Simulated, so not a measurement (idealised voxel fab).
The following process module bears the name voxel plated lines.
Shown is cross-section cut, with a width of 245 nm and square cells of size 5 nm.
How to read a cross-section here: the picture is a grid of square cells, written as bands going from the top down, and any band can span one or more rows of cells.
It is stipulated that each band's entry specify, in nanometres, the height of the top of the band and then that of its bottom, followed by the materials of the band in left-to-right sequence, each together with its width in nanometres. A single material marked by the word "edge to edge" is understood to fill the band from edge to edge; the word "empty" is understood to denote empty space.
It should be noted that heights are counted from 0, beneath which the wafer as supplied is of one material throughout, and that the lowest band possesses no lower boundary but continues downward, as written in "from 0 down".
A two-number width, for instance "30..40", indicates that the width is equal to the first number in the top row of the band and to the second number in the bottom row, and that it changes by a constant amount per row of cells.
No cell of the cross-section changed in a step that is given as "no modification".
"Enclosed void listing": empty spaces of 8 cells or more with no open way to the top, each given as width x height at distance, distance from the left edge, all in nm.
On a step's line, text after the settings is the simulator commenting on that step.
overlay nm: mask right of planned place by this much (step with mask). Neg. = left.
**Listed below are the process steps as planned**
step 1: RECEIVE, material Si
step 2: CONFORMAL_DEP, material SiN, thk nm 10
step 3: DIRECTIONAL_DEP, material TiN, thk nm 5
step 4: PATTERN, tone open, mask id LINES, material resist, width nm 30, pitch nm 55, thk nm 35, overlay nm 0
step 5: EPI, material Ru, thk nm 10
step 6: EPI, material Ru, thk nm 5
step 7: EPI, material Ru, thk nm 5
step 8: STRIP, etch materials resist
step 9: DIRECTIONAL_ETCH, etch materials TiN, depth nm 5
step 10: CONFORMAL_DEP, material SiO2, thk nm 5
**The first wafer of two, processed as planned**
**Wafer at receipt (post step 1), cross-section**
  from 0 down = Si edge to edge
  Enclosed void listing: none
**After step 2: wafer cross-section**
  from 10 to 0 = SiN edge to edge
  Whatever lies below 0 is exactly as it was before.
**After step 3: wafer cross-section**
  from 15 to 10 = TiN edge to edge
  Whatever lies below 10 is exactly as it was before.
**After step 4: wafer cross-section**
  from 50 to 15 = resist=25, empty=30, resist=25, empty=30, resist=25, empty=30, resist=25, empty=30, resist=25
  Whatever lies below 15 is exactly as it was before.
**After step 5: wafer cross-section**
  from 50 to 25 = resist=25, empty=30, resist=25, empty=30, resist=25, empty=30, resist=25, empty=30, resist=25
  from 25 to 15 = resist=25, Ru=30, resist=25, Ru=30, resist=25, Ru=30, resist=25, Ru=30, resist=25
  Whatever lies below 15 is exactly as it was before.
**After step 6: wafer cross-section**
  from 50 to 30 = resist=25, empty=30, resist=25, empty=30, resist=25, empty=30, resist=25, empty=30, resist=25
  from 30 to 15 = resist=25, Ru=30, resist=25, Ru=30, resist=25, Ru=30, resist=25, Ru=30, resist=25
  Whatever lies below 15 is exactly as it was before.
**After step 7: wafer cross-section**
  from 50 to 35 = resist=25, empty=30, resist=25, empty=30, resist=25, empty=30, resist=25, empty=30, resist=25
  from 35 to 15 = resist=25, Ru=30, resist=25, Ru=30, resist=25, Ru=30, resist=25, Ru=30, resist=25
  Whatever lies below 15 is exactly as it was before.
**After step 8: wafer cross-section**
  from 35 to 15 = empty=25, Ru=30, empty=25, Ru=30, empty=25, Ru=30, empty=25, Ru=30, empty=25
  Whatever lies below 15 is exactly as it was before.
**After step 9: wafer cross-section**
  from 35 to 15 = empty=25, Ru=30, empty=25, Ru=30, empty=25, Ru=30, empty=25, Ru=30, empty=25
  from 15 to 10 = empty=25, TiN=30, empty=25, TiN=30, empty=25, TiN=30, empty=25, TiN=30, empty=25
  Whatever lies below 10 is exactly as it was before.
**After step 10: wafer cross-section**
  from 40 to 35 = empty=20, SiO2=40, empty=15, SiO2=40, empty=15, SiO2=40, empty=15, SiO2=40, empty=20
  from 35 to 15 = empty=20, SiO2=5, Ru=30, SiO2=5, empty=15, SiO2=5, Ru=30, SiO2=5, empty=15, SiO2=5, Ru=30, SiO2=5, empty=15, SiO2=5, Ru=30, SiO2=5, empty=20
  from 15 to 10 = SiO2=25, TiN=30, SiO2=25, TiN=30, SiO2=25, TiN=30, SiO2=25, TiN=30, SiO2=25
  Whatever lies below 10 is exactly as it was before.
**Wafer two. Same start, same plan, one slip in execution. Same as wafer one through step 2, inclusive**
**The second wafer in cross-section, at the planned close of step 3**
  from 15 to 10 = Ru edge to edge
  Whatever lies below 10 is exactly as it was before.
**The second wafer in cross-section, at the planned close of step 4**
  from 50 to 15 = resist=25, empty=30, resist=25, empty=30, resist=25, empty=30, resist=25, empty=30, resist=25
  Whatever lies below 15 is exactly as it was before.
**The second wafer in cross-section, at the planned close of step 5**
  from 50 to 25 = resist=25, empty=30, resist=25, empty=30, resist=25, empty=30, resist=25, empty=30, resist=25
  from 25 to 15 = resist=25, Ru=30, resist=25, Ru=30, resist=25, Ru=30, resist=25, Ru=30, resist=25
  Whatever lies below 15 is exactly as it was before.
**The second wafer in cross-section, at the planned close of step 6**
  from 50 to 30 = resist=25, empty=30, resist=25, empty=30, resist=25, empty=30, resist=25, empty=30, resist=25
  from 30 to 15 = resist=25, Ru=30, resist=25, Ru=30, resist=25, Ru=30, resist=25, Ru=30, resist=25
  Whatever lies below 15 is exactly as it was before.
**The second wafer in cross-section, at the planned close of step 7**
  from 50 to 35 = resist=25, empty=30, resist=25, empty=30, resist=25, empty=30, resist=25, empty=30, resist=25
  from 35 to 15 = resist=25, Ru=30, resist=25, Ru=30, resist=25, Ru=30, resist=25, Ru=30, resist=25
  Whatever lies below 15 is exactly as it was before.
**The second wafer in cross-section, at the planned close of step 8**
  from 35 to 15 = empty=25, Ru=30, empty=25, Ru=30, empty=25, Ru=30, empty=25, Ru=30, empty=25
  Whatever lies below 15 is exactly as it was before.
The second wafer in cross-section, at the planned close of step 9: no modification
**The second wafer in cross-section, at the planned close of step 10**
  from 40 to 35 = empty=20, SiO2=40, empty=15, SiO2=40, empty=15, SiO2=40, empty=15, SiO2=40, empty=20
  from 35 to 20 = empty=20, SiO2=5, Ru=30, SiO2=5, empty=15, SiO2=5, Ru=30, SiO2=5, empty=15, SiO2=5, Ru=30, SiO2=5, empty=15, SiO2=5, Ru=30, SiO2=5, empty=20
  from 20 to 15 = SiO2=25, Ru=30, SiO2=25, Ru=30, SiO2=25, Ru=30, SiO2=25, Ru=30, SiO2=25
  Whatever lies below 15 is exactly as it was before.
Error vs. plan: contrary to plan, step 3 was performed as DIRECTIONAL_DEP, material Ru, thk nm 5
Final tally in cells, some materials are higher or lower on the second wafer than on the first: Ru: 49 more, SiO2: 8 fewer, TiN: 24 fewer
